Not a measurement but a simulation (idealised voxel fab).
This is a process module. Its name is voxel self aligned vias.
For reference, the cross-section in this document is cut, with width 240 nm and square cells of 5 nm.
Cross-sections here: square-cell grids, written as top-down lists of bands, a band being one or more rows of cells.
The band entry comprises the height of the band's top followed by the height of its bottom, expressed in nm, and subsequently the band's materials from left to right, each stated together with its width in nm. Where a single material is marked with the word "throughout", that material fills the band from edge to edge. The word "blank" represents empty space.
For the purposes of this specification, 0 denotes the height below which the wafer in its as-received condition is composed wholly of one material, and the lowermost band, lacking a lower limit, extends downward without end, as expressed in "0 down".
Graded width ("30->40"): value in top row of band = first number; value in bottom row = second number; row-to-row change constant.
Where the words "no change" appear for a step, the cross-section shows no cell changed by that step; every cell remained as before.
Basically, "Fully sealed voids" tells you about the enclosed voids: empty spaces with no open way to the top, 8 cells or bigger, each written width x height at distance, where distance is from the left edge, all in nm.
Heads up: the bit after the settings on a step's line is the simulator's remark on that step.
overlay nm: how far to the right of its planned place the mask lay on this masked step (negative: to the left).

Below is the list of planned process steps
1: RECEIVE with material Si
2: CONFORMAL_DEP with material SiO2, thk nm 10
3: CONFORMAL_DEP with material SiCN, thk nm 5
4: DIRECTIONAL_DEP with material lowk, thk nm 25
5: PATTERN with tone open, mask id LINES, material resist, width nm 25, pitch nm 60, thk nm 20, overlay nm 0
6: DIRECTIONAL_ETCH with etch materials lowk, depth nm 25
7: STRIP with etch materials resist
8: CONFORMAL_DEP with material TiN, thk nm 5
9: FILL_DEP with material W, thk nm 5
10: CMP with height nm 40
11: SELECTIVE_ETCH with etch materials W Ru TiN, depth nm 10
12: FILL_DEP with material SiN, thk nm 10
13: CMP with height nm 40
14: DIRECTIONAL_DEP with material lowk, thk nm 20
15: DIRECTIONAL_DEP with material aC, thk nm 10
16: PATTERN with tone open, mask id VIAS, material resist, width nm 45, pitch nm 120, thk nm 30, overlay nm 0
17: DIRECTIONAL_ETCH with etch materials aC, depth nm 10
18: STRIP with etch materials resist
19: DIRECTIONAL_ETCH with etch materials lowk, depth nm 20
20: DIRECTIONAL_ETCH with etch materials SiN, depth nm 10
21: STRIP with etch materials aC
22: CONFORMAL_DEP with material TiN, thk nm 5
23: FILL_DEP with material Cu, thk nm 5
24: CMP with height nm 60
25: CONFORMAL_DEP with material SiN, thk nm 5

Delivered wafer in cross-section: state after step 1
	0 down | Si throughout
	Fully sealed voids: none

Cross-section, end of module. Start: as above. Plan: as above. Execution: one mistake
	65 to 60 | SiN throughout
	60 to 45 | 35 lowk; 5 TiN; 35 Cu; 5 TiN; 75 lowk; 5 TiN; 35 Cu; 5 TiN; 40 lowk
	45 to 40 | 35 lowk; 25 TiN; 15 Cu; 5 TiN; 75 lowk; 25 TiN; 15 Cu; 5 TiN; 40 lowk
	40 to 35 | 55 lowk; 5 TiN; 15 Cu; 5 TiN; 35 lowk; 25 SiN; 35 lowk; 5 TiN; 15 Cu; 5 TiN; 40 lowk
	35 to 30 | 55 lowk; 25 TiN; 35 lowk; 25 SiN; 35 lowk; 25 TiN; 40 lowk
	30 to 20 | 55 lowk; 5 TiN; 15 W; 5 TiN; 35 lowk; 5 TiN; 15 W; 5 TiN; 35 lowk; 5 TiN; 15 W; 5 TiN; 40 lowk
	20 to 15 | 55 lowk; 25 TiN; 35 lowk; 25 TiN; 35 lowk; 25 TiN; 40 lowk
	15 to 10 | SiCN throughout
	10 to 0 | SiO2 throughout
	0 down | Si throughout
	Fully sealed voids: none
What was done differently from what was planned? step 5 was processed under conditions differing from the plan, specifically as PATTERN with tone open, mask id LINES, material resist, width nm 25, pitch nm 60, thk nm 20, overlay nm 10
